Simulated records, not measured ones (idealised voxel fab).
Process module under the name voxel lift off
Section cut is 260 nm wide and gridded with 5 nm square cells.
If you're reading a cross-section in this doc, picture square cells in a grid; it comes to you as bands, top ones listed first down to the bottom, and a band can be one or more rows of cells. First you get the band's top height and its bottom height, in nm, and then the materials it's made of, left to right, with each width in nm. If you see a single material with "everywhere", that one covers the band edge to edge. "blank" is empty space. Measure heights from 0. That's the level where, below it, the as-received wafer is all one material. The lowest band is bottomless and extends downward; write it as in "0 -> down". Think of "30->40" as a width that walks from the first number to the second as you go down the band, top row to bottom row, taking equal-sized steps from row to row. What does "nothing changed" mean for a step? It means no cell of the cross-section changed in that step. What "Closed void roster" gives you is every empty space of 8 cells or more that is cut off from the top. Each appears as width x height at distance, with the distance taken from the left edge and width, height and distance all in nm. The remark found on a step's line after its settings is issued by the simulator itself and pertains to that step. overlay nm: right-of-plan distance of the mask on a masked step; negative values mean left-of-plan.
**plan**
1. RECEIVE (material Si)
2. CONFORMAL_DEP (material SiN; thk nm 15)
3. PATTERN (tone open; mask id LINES; material resist; width nm 25; pitch nm 50; thk nm 30; overlay nm 0)
4. DIRECTIONAL_DEP (material Ru; thk nm 15)
5. STRIP (etch materials resist)
6. CONFORMAL_DEP (material SiCN; thk nm 5)
**Run as planned: first of two wafers**
**Wafer cross-section on receipt, i.e. after step 1**
	0 -> down: Si everywhere
	Closed void roster: none
**Take a look at the wafer's cross-section after step 2**
	15 -> 0: SiN everywhere
	At heights below 0, the structure remains unaltered.
**Take a look at the wafer's cross-section after step 3**
	45 -> 15: resist 65  blank 25  resist 25  blank 25  resist 25  blank 25  resist 70
	At heights below 15, the structure remains unaltered.
**Take a look at the wafer's cross-section after step 4**
	60 -> 45: Ru 65  blank 25  Ru 25  blank 25  Ru 25  blank 25  Ru 70
	45 -> 30: resist 65  blank 25  resist 25  blank 25  resist 25  blank 25  resist 70
	30 -> 15: resist 65  Ru 25  resist 25  Ru 25  resist 25  Ru 25  resist 70
	At heights below 15, the structure remains unaltered.
**Take a look at the wafer's cross-section after step 5**
	30 -> 15: blank 65  Ru 25  blank 25  Ru 25  blank 25  Ru 25  blank 70
	At heights below 15, the structure remains unaltered.
**Take a look at the wafer's cross-section after step 6**
	35 -> 30: blank 60  SiCN 35  blank 15  SiCN 35  blank 15  SiCN 35  blank 65
	30 -> 20: blank 60  SiCN 5  Ru 25  SiCN 5  blank 15  SiCN 5  Ru 25  SiCN 5  blank 15  SiCN 5  Ru 25  SiCN 5  blank 65
	20 -> 15: SiCN 65  Ru 25  SiCN 25  Ru 25  SiCN 25  Ru 25  SiCN 70
	At heights below 15, the structure remains unaltered.
**It is to be noted that the second wafer proceeded from the same initial state and according to the same plan as the first, although one mistake was committed in its execution; through step 1, inclusive, the two wafers share an identical history**
**Cross-sectional representation of the second wafer at the time designated in the plan for the completion of step 2**
	30 -> 0: SiN everywhere
	At heights below 0, the structure remains unaltered.
**Cross-sectional representation of the second wafer at the time designated in the plan for the completion of step 3**
	60 -> 30: resist 65  blank 25  resist 25  blank 25  resist 25  blank 25  resist 70
	At heights below 30, the structure remains unaltered.
**Cross-sectional representation of the second wafer at the time designated in the plan for the completion of step 4**
	75 -> 60: Ru 65  blank 25  Ru 25  blank 25  Ru 25  blank 25  Ru 70
	60 -> 45: resist 65  blank 25  resist 25  blank 25  resist 25  blank 25  resist 70
	45 -> 30: resist 65  Ru 25  resist 25  Ru 25  resist 25  Ru 25  resist 70
	At heights below 30, the structure remains unaltered.
**Cross-sectional representation of the second wafer at the time designated in the plan for the completion of step 5**
	45 -> 30: blank 65  Ru 25  blank 25  Ru 25  blank 25  Ru 25  blank 70
	At heights below 30, the structure remains unaltered.
**Cross-sectional representation of the second wafer at the time designated in the plan for the completion of step 6**
	50 -> 45: blank 60  SiCN 35  blank 15  SiCN 35  blank 15  SiCN 35  blank 65
	45 -> 35: blank 60  SiCN 5  Ru 25  SiCN 5  blank 15  SiCN 5  Ru 25  SiCN 5  blank 15  SiCN 5  Ru 25  SiCN 5  blank 65
	35 -> 30: SiCN 65  Ru 25  SiCN 25  Ru 25  SiCN 25  Ru 25  SiCN 70
	At heights below 30, the structure remains unaltered.
what went wrong: in the plan, step 2 was performed twice
Looking at both finished wafers in cells, the second ends up ahead of or behind the first on some materials: +156 SiN
